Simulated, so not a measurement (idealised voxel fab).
Proc. module: voxel lift off
Section shown: cut. Width: 170 nm. Cell size: 5 nm, square.
Notation: cross-section as square-cell grid; stated in bands, top first, going down; one or more cell rows per band. The band entry comprises the height of the band's top followed by the height of its bottom, expressed in nm, and subsequently the band's materials from left to right, each stated together with its width in nm. Where a single material is marked with the word "edge to edge", that material fills the band from edge to edge. The word "empty" represents empty space. Height reference: 0 = level under which incoming wafer is all one material. Lowest band: no bottom, runs on downward, e.g. "0..down". Read "30->40" as a graded width: first number on top, second number at the bottom, same change between each pair of neighbouring rows. Where a step carries "no change occurred", the cross-section came out of it unchanged, cell for cell. This entry, "Closed void entries", enumerates those empty regions of no fewer than 8 cells that possess no open connection to the top. Each region is reported in the form width x height at distance, the distance being taken from the left edge, with all three quantities expressed in nm. It should be noted that, on the line of a given step, the content following the step's settings is a remark produced by the simulator itself with respect to that step. overlay nm: right-of-plan distance of the mask on a masked step; negative values mean left-of-plan.
Here's what the planned process steps look like:
1: RECEIVE | material Si
2: CONFORMAL_DEP | material SiO2 | thk nm 5
3: PATTERN | tone open | mask id LINES | material resist | width nm 30 | pitch nm 60 | thk nm 25 | overlay nm 0
4: DIRECTIONAL_DEP | material Ru | thk nm 15
5: STRIP | etch materials resist
6: CONFORMAL_DEP | material SiCN | thk nm 5
Cross-section of the wafer at receipt, which is the condition after step 1:
- 0..down | Si edge to edge
- Closed void entries: none
Module complete - cross-section of the first of two wafers, run according to plan:
- 25..20 | 35 empty | 40 SiCN | 20 empty | 40 SiCN | 35 empty
- 20..10 | 35 empty | 5 SiCN | 30 Ru | 5 SiCN | 20 empty | 5 SiCN | 30 Ru | 5 SiCN | 35 empty
- 10..5 | 40 SiCN | 30 Ru | 30 SiCN | 30 Ru | 40 SiCN
- 5..0 | SiO2 edge to edge
- 0..down | Si edge to edge
- Closed void entries: none
Wafer two (of two), end-of-module cross-section: start = wafer one, plan = wafer one, one run mistake:
- 25..10 | 35 empty | 40 Ru | 20 empty | 40 Ru | 35 empty
- 10..5 | Ru edge to edge
- 5..0 | SiO2 edge to edge
- 0..down | Si edge to edge
- Closed void entries: none
The plan and the run diverged here: step 6 went in with a setting other than planned; the actual run was CONFORMAL_DEP | material Ru | thk nm 5
Final cells, second wafer relative to first, materials higher or lower: 46 more of Ru, 46 fewer of SiCN
